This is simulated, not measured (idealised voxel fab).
Presented below is a process module, voxel air gaps.
Shown is cross-section cut, with a width of 280 nm and square cells of size 5 nm.
In what follows, cross-sections appear as grids of square cells, described through bands that run from the top down, where every band is one or more rows of cells. Read a band's entry like this: the first values are the height of its top and the height of its bottom in nm, and what follows is the sequence of materials from left to right, each with its width in nm. Note that "empty" is empty space, and that a single material marked "all across" reaches across the band from edge to edge. Measure heights from 0. That's the level where, below it, the as-received wafer is all one material. The lowest band is bottomless and extends downward; write it as in "top 0, no bottom". When a width is written as two numbers, as in "30 to 40", the first number is the width in the top row of cells of the band and the second is the width in its bottom row, and the width changes by the same amount from each row to the next. Key: "no change occurred" - step with no changed cell in the cross-section. Internal closed voids: empty space of 8 cells or more with no open way to the top, each as width x height at its distance from the left edge, in nm. On a step's line, text after the settings is the simulator commenting on that step. "overlay nm" denotes, for a step that has a mask, the displacement of the mask to the right of its planned place, with negative values corresponding to the left.

# Planned step list for the process
1. RECEIVE | material Si
2. CONFORMAL_DEP | material SiO2 | thk nm 10
3. CONFORMAL_DEP | material SiCN | thk nm 5
4. DIRECTIONAL_DEP | material lowk | thk nm 30
5. PATTERN | tone open | mask id LINES | material resist | width nm 20 | pitch nm 45 | thk nm 15 | overlay nm 0
6. DIRECTIONAL_ETCH | etch materials lowk | depth nm 30
7. STRIP | etch materials resist
8. CONFORMAL_DEP | material TiN | thk nm 5
9. FILL_DEP | material Cu | thk nm 5
10. CMP | height nm 45
11. EPI | material Ru | thk nm 10
12. SELECTIVE_ETCH | etch materials lowk | depth nm 40
13. CONFORMAL_DEP | material SiCN | thk nm 5

# Cross-section, incoming material, after step 1
- top 0, no bottom = Si all across
- Internal closed voids: none

# Run as planned - first of the two wafers cross-sectioned at the end of the module
- top 60, bottom 55 = empty=45  SiCN=185  empty=50
- top 55, bottom 45 = empty=45  SiCN=5  Ru=40  SiCN=5  Ru=40  SiCN=5  Ru=40  SiCN=5  Ru=40  SiCN=5  empty=50
- top 45, bottom 40 = empty=45  SiCN=15  TiN=5  Cu=10  TiN=5  SiCN=25  TiN=5  Cu=10  TiN=5  SiCN=25  TiN=5  Cu=10  TiN=5  SiCN=25  TiN=5  Cu=10  TiN=5  SiCN=15  empty=50
- top 40, bottom 20 = empty=55  SiCN=5  TiN=5  Cu=10  TiN=5  SiCN=5  empty=15  SiCN=5  TiN=5  Cu=10  TiN=5  SiCN=5  empty=15  SiCN=5  TiN=5  Cu=10  TiN=5  SiCN=5  empty=15  SiCN=5  TiN=5  Cu=10  TiN=5  SiCN=5  empty=60
- top 20, bottom 15 = SiCN=60  TiN=20  SiCN=25  TiN=20  SiCN=25  TiN=20  SiCN=25  TiN=20  SiCN=65
- top 15, bottom 10 = SiCN all across
- top 10, bottom 0 = SiO2 all across
- top 0, no bottom = Si all across
- Internal closed voids: 15 x 20 at 85; 15 x 20 at 130; 15 x 20 at 175

# Second of two wafers, module complete, sectioned: it shares the first wafer's start and plan but was run with one mistake
- top 70, bottom 65 = empty=35  SiCN=205  empty=40
- top 65, bottom 45 = empty=35  SiCN=5  Ru=195  SiCN=5  empty=40
- top 45, bottom 40 = empty=35  SiCN=25  TiN=5  Cu=10  TiN=5  lowk=25  TiN=5  Cu=10  TiN=5  lowk=25  TiN=5  Cu=10  TiN=5  lowk=25  TiN=5  Cu=10  TiN=5  SiCN=25  empty=40
- top 40, bottom 20 = empty=55  SiCN=5  TiN=5  Cu=10  TiN=5  lowk=25  TiN=5  Cu=10  TiN=5  lowk=25  TiN=5  Cu=10  TiN=5  lowk=25  TiN=5  Cu=10  TiN=5  SiCN=5  empty=60
- top 20, bottom 15 = SiCN=60  TiN=20  lowk=25  TiN=20  lowk=25  TiN=20  lowk=25  TiN=20  SiCN=65
- top 15, bottom 10 = SiCN all across
- top 10, bottom 0 = SiO2 all across
- top 0, no bottom = Si all across
- Internal closed voids: none
Processing error: step 11 from the plan got run twice
Materials where the second wafer ends with more or fewer cells than the first: Ru: 92 more, SiCN: 48 fewer, lowk: 90 more
Ultimately, the number of closed voids is 3 in the first wafer and 0 in the second wafer.
